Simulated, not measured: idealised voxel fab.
voxel gate over fins: a process module
Square cell edge 5 nm, section width 280 nm, ID cut.
Bands, listed from the top down, are how a cross-section gets written in this document; the cross-section itself is a grid of square cells, and a band is one or more rows of them.
Basically the band line says how high the top is and how high the bottom is, in nm, and then what's in it from left to right, every material with its width in nm. Empty space shows up as "air", and if a single material carries "full width" it runs the full band edge to edge.
Heights from 0 (as-received wafer is one material below). Bottom band endless downward, as "0..down".
The two numbers in a width such as "30->40" mark its ends across the band: the first belongs to the top row of cells, the second to the bottom row, and from each row to the next the width moves by the same amount.
"no modifications" means the step left every cell of the cross-section as it was.
The list in "Closed void listing" covers empty spaces of 8 cells or more that cannot reach the top through any open way, and it gives each as width x height at distance; the distance is from the left edge, and width, height and distance are in nm.
after a step's settings: what the simulator itself notes on the step
"overlay nm", when on a step's line for a step with a mask, measures how far to the right of its planned place the mask lay; a negative measure means to the left.
These are the steps we planned for the process
- 1: op RECEIVE | material Si
- 2: op CONFORMAL_DEP | material SiN | thk nm 5
- 3: op DIRECTIONAL_DEP | material aC | thk nm 10
- 4: op PATTERN | tone cover | mask id FINS | material resist | width nm 15 | pitch nm 45 | thk nm 25 | overlay nm -15
- 5: op DIRECTIONAL_ETCH | etch materials aC | depth nm 10
- 6: op STRIP | etch materials resist
- 7: op DIRECTIONAL_ETCH | etch materials SiN | depth nm 5
- 8: op DIRECTIONAL_ETCH | etch materials Si | depth nm 30
- 9: op STRIP | etch materials aC
- 10: op FILL_DEP | material SiO2 | thk nm 10
- 11: op CMP | height nm 5
- 12: op SELECTIVE_ETCH | etch materials SiO2 | depth nm 20
- 13: op STRIP | etch materials SiN
- 14: op CONFORMAL_DEP | material HfO2 | thk nm 5
- 15: op CONFORMAL_DEP | material TiN | thk nm 5
- 16: op CONFORMAL_DEP | material TiAl | thk nm 5
- 17: op CONFORMAL_DEP | material TiN | thk nm 5
- 18: op FILL_DEP | material W | thk nm 10
- 19: op CMP | height nm 25
- 20: op CONFORMAL_DEP | material SiCN | thk nm 10
Keep in mind the plan's value for the overlay nm of step 4 comes from the first wafer; the wafers don't share that setting, but they do share the same starting point.
As-received cross-section, first of several wafers, post step 1
    0..down  Si full width
    Closed void listing: none
First wafer at the end, after step 20
    35..25  SiCN full width
    25..20  W full width
    20..15  30 nm W  190 nm TiN  60 nm W
    15..10  30 nm W  5 nm TiN  180 nm TiAl  5 nm TiN  60 nm W
    10..5  30 nm W  5 nm TiN  5 nm TiAl  35 nm TiN  10 nm TiAl  35 nm TiN  10 nm TiAl  35 nm TiN  10 nm TiAl  35 nm TiN  5 nm TiAl  5 nm TiN  60 nm W
    5..0  35 nm TiN  5 nm TiAl  5 nm TiN  25 nm HfO2  5 nm TiN  10 nm TiAl  5 nm TiN  25 nm HfO2  5 nm TiN  10 nm TiAl  5 nm TiN  25 nm HfO2  5 nm TiN  10 nm TiAl  5 nm TiN  25 nm HfO2  5 nm TiN  5 nm TiAl  65 nm TiN
    0..-5  40 nm TiAl  5 nm TiN  5 nm HfO2  15 nm Si  5 nm HfO2  5 nm TiN  10 nm TiAl  5 nm TiN  5 nm HfO2  15 nm Si  5 nm HfO2  5 nm TiN  10 nm TiAl  5 nm TiN  5 nm HfO2  15 nm Si  5 nm HfO2  5 nm TiN  10 nm TiAl  5 nm TiN  5 nm HfO2  15 nm Si  5 nm HfO2  5 nm TiN  70 nm TiAl
    -5..-10  45 nm TiN  5 nm HfO2  15 nm Si  5 nm HfO2  20 nm TiN  5 nm HfO2  15 nm Si  5 nm HfO2  20 nm TiN  5 nm HfO2  15 nm Si  5 nm HfO2  20 nm TiN  5 nm HfO2  15 nm Si  5 nm HfO2  75 nm TiN
    -10..-15  50 nm HfO2  15 nm Si  30 nm HfO2  15 nm Si  30 nm HfO2  15 nm Si  30 nm HfO2  15 nm Si  80 nm HfO2
    -15..-30  50 nm SiO2  15 nm Si  30 nm SiO2  15 nm Si  30 nm SiO2  15 nm Si  30 nm SiO2  15 nm Si  80 nm SiO2
    -30..down  Si full width
    Closed void listing: none
Last wafer x-sec, end of module
    35..25  SiCN full width
    25..20  W full width
    20..15  60 nm W  190 nm TiN  30 nm W
    15..10  60 nm W  5 nm TiN  180 nm TiAl  5 nm TiN  30 nm W
    10..5  60 nm W  5 nm TiN  5 nm TiAl  35 nm TiN  10 nm TiAl  35 nm TiN  10 nm TiAl  35 nm TiN  10 nm TiAl  35 nm TiN  5 nm TiAl  5 nm TiN  30 nm W
    5..0  65 nm TiN  5 nm TiAl  5 nm TiN  25 nm HfO2  5 nm TiN  10 nm TiAl  5 nm TiN  25 nm HfO2  5 nm TiN  10 nm TiAl  5 nm TiN  25 nm HfO2  5 nm TiN  10 nm TiAl  5 nm TiN  25 nm HfO2  5 nm TiN  5 nm TiAl  35 nm TiN
    0..-5  70 nm TiAl  5 nm TiN  5 nm HfO2  15 nm Si  5 nm HfO2  5 nm TiN  10 nm TiAl  5 nm TiN  5 nm HfO2  15 nm Si  5 nm HfO2  5 nm TiN  10 nm TiAl  5 nm TiN  5 nm HfO2  15 nm Si  5 nm HfO2  5 nm TiN  10 nm TiAl  5 nm TiN  5 nm HfO2  15 nm Si  5 nm HfO2  5 nm TiN  40 nm TiAl
    -5..-10  75 nm TiN  5 nm HfO2  15 nm Si  5 nm HfO2  20 nm TiN  5 nm HfO2  15 nm Si  5 nm HfO2  20 nm TiN  5 nm HfO2  15 nm Si  5 nm HfO2  20 nm TiN  5 nm HfO2  15 nm Si  5 nm HfO2  45 nm TiN
    -10..-15  80 nm HfO2  15 nm Si  30 nm HfO2  15 nm Si  30 nm HfO2  15 nm Si  30 nm HfO2  15 nm Si  50 nm HfO2
    -15..-30  80 nm SiO2  15 nm Si  30 nm SiO2  15 nm Si  30 nm SiO2  15 nm Si  30 nm SiO2  15 nm Si  50 nm SiO2
    -30..down  Si full width
    Closed void listing: none
Heads up, this table goes wafer by wafer. A row tells you, at the end of the module, how many cells of each material that wafer has put on (+) or dropped (-) since it was received, and then its closed voids
overlay nm -15 | +80 HfO2 | -264 Si | +112 SiCN | +132 SiO2 | +80 TiAl | +142 TiN | +110 W | Closed void listing: none
overlay nm -10 | +80 HfO2 | -264 Si | +112 SiCN | +132 SiO2 | +80 TiAl | +142 TiN | +110 W | Closed void listing: none
overlay nm -5 | +80 HfO2 | -264 Si | +112 SiCN | +132 SiO2 | +80 TiAl | +142 TiN | +110 W | Closed void listing: none
overlay nm 0 | +80 HfO2 | -264 Si | +112 SiCN | +132 SiO2 | +80 TiAl | +142 TiN | +110 W | Closed void listing: none
overlay nm 5 | +80 HfO2 | -264 Si | +112 SiCN | +132 SiO2 | +80 TiAl | +142 TiN | +110 W | Closed void listing: none
overlay nm 10 | +80 HfO2 | -264 Si | +112 SiCN | +132 SiO2 | +80 TiAl | +142 TiN | +110 W | Closed void listing: none
overlay nm 15 | +80 HfO2 | -264 Si | +112 SiCN | +132 SiO2 | +80 TiAl | +142 TiN | +110 W | Closed void listing: none
